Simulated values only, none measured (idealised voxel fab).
process module | voxel trench capacitor
Shown is cross-section cut, with a width of 195 nm and square cells of size 5 nm.
A cross-section is a grid of square cells, given in bands from the top down. A band is one or more rows of cells.
This entry defines a band. It first specifies the height of the band's top and the height of its bottom in nm, and then specifies the band's materials from left to right, stating each material with its width in nm. The word "full width" identifies a single material that fills the band from edge to edge, while the word "blank" identifies empty space.
Heights from 0 (as-received wafer is one material below). Bottom band endless downward, as "0 -> down".
The notation "30->40" denotes a width that varies across the rows of cells in the band, beginning at the first number in the top row, finishing at the second number in the bottom row, and changing by an identical amount from each row to the next.
Basically "no modification" means that step didn't change any cell in the cross-section.
"Closed internal voids" contains a list of empty spaces, each no smaller than 8 cells and without an open way to the top, written in the form width x height at distance with the distance from the left edge and all three in nm.
Where a step's line continues beyond its settings, the continuation is a remark by the simulator itself on that step.
The setting "overlay nm" may be written on the line of a step. When the step uses a mask, the value reports how far to the right of the planned place the mask lay, and a negative value reports that it lay to the left.
STEPS IN THE PROCESS PLAN
1: op RECEIVE | material Si
2: op CONFORMAL_DEP | material SiN | thk nm 5
3: op DIRECTIONAL_DEP | material aC | thk nm 15
4: op PATTERN | tone open | mask id TRENCH | material resist | width nm 25 | pitch nm 55 | thk nm 35 | overlay nm 0
5: op DIRECTIONAL_ETCH | etch materials aC | depth nm 15
6: op STRIP | etch materials resist
7: op DIRECTIONAL_ETCH | etch materials SiN | depth nm 5
8: op DIRECTIONAL_ETCH | etch materials Si | depth nm 35
9: op STRIP | etch materials aC
10: op CONFORMAL_DEP | material SiO2 | thk nm 5
11: op FILL_DEP | material polySi | thk nm 10
12: op CMP | height nm 5
AS RECEIVED (POST STEP 1): CROSS-SECTION
- 0 -> down  Si full width
- Closed internal voids: none
THE FIRST OF TWO WAFERS, CROSS-SECTIONED AT THE END OF THE MODULE, WITH THE RUN PROCEEDING AS PLANNED
- 5 -> 0  30 SiN; 5 SiO2; 15 polySi; 5 SiO2; 30 SiN; 5 SiO2; 15 polySi; 5 SiO2; 30 SiN; 5 SiO2; 15 polySi; 5 SiO2; 30 SiN
- 0 -> -30  30 Si; 5 SiO2; 15 polySi; 5 SiO2; 30 Si; 5 SiO2; 15 polySi; 5 SiO2; 30 Si; 5 SiO2; 15 polySi; 5 SiO2; 30 Si
- -30 -> -35  30 Si; 25 SiO2; 30 Si; 25 SiO2; 30 Si; 25 SiO2; 30 Si
- -35 -> down  Si full width
- Closed internal voids: none
CROSS-SECTION, WAFER TWO OF TWO, END OF MODULE: SAME START AND PLAN AS WAFER ONE, ONE ERROR IN EXECUTION
- 5 -> 0  35 SiN; 5 SiO2; 15 polySi; 5 SiO2; 30 SiN; 5 SiO2; 15 polySi; 5 SiO2; 30 SiN; 5 SiO2; 15 polySi; 5 SiO2; 25 SiN
- 0 -> -30  35 Si; 5 SiO2; 15 polySi; 5 SiO2; 30 Si; 5 SiO2; 15 polySi; 5 SiO2; 30 Si; 5 SiO2; 15 polySi; 5 SiO2; 25 Si
- -30 -> -35  35 Si; 25 SiO2; 30 Si; 25 SiO2; 30 Si; 25 SiO2; 25 Si
- -35 -> down  Si full width
- Closed internal voids: none
Plan not followed: step 4 changed vs plan, executed as op PATTERN | tone open | mask id TRENCH | material resist | width nm 25 | pitch nm 55 | thk nm 35 | overlay nm 5
Cell counts per material: same on both final wafers. Positions: different.
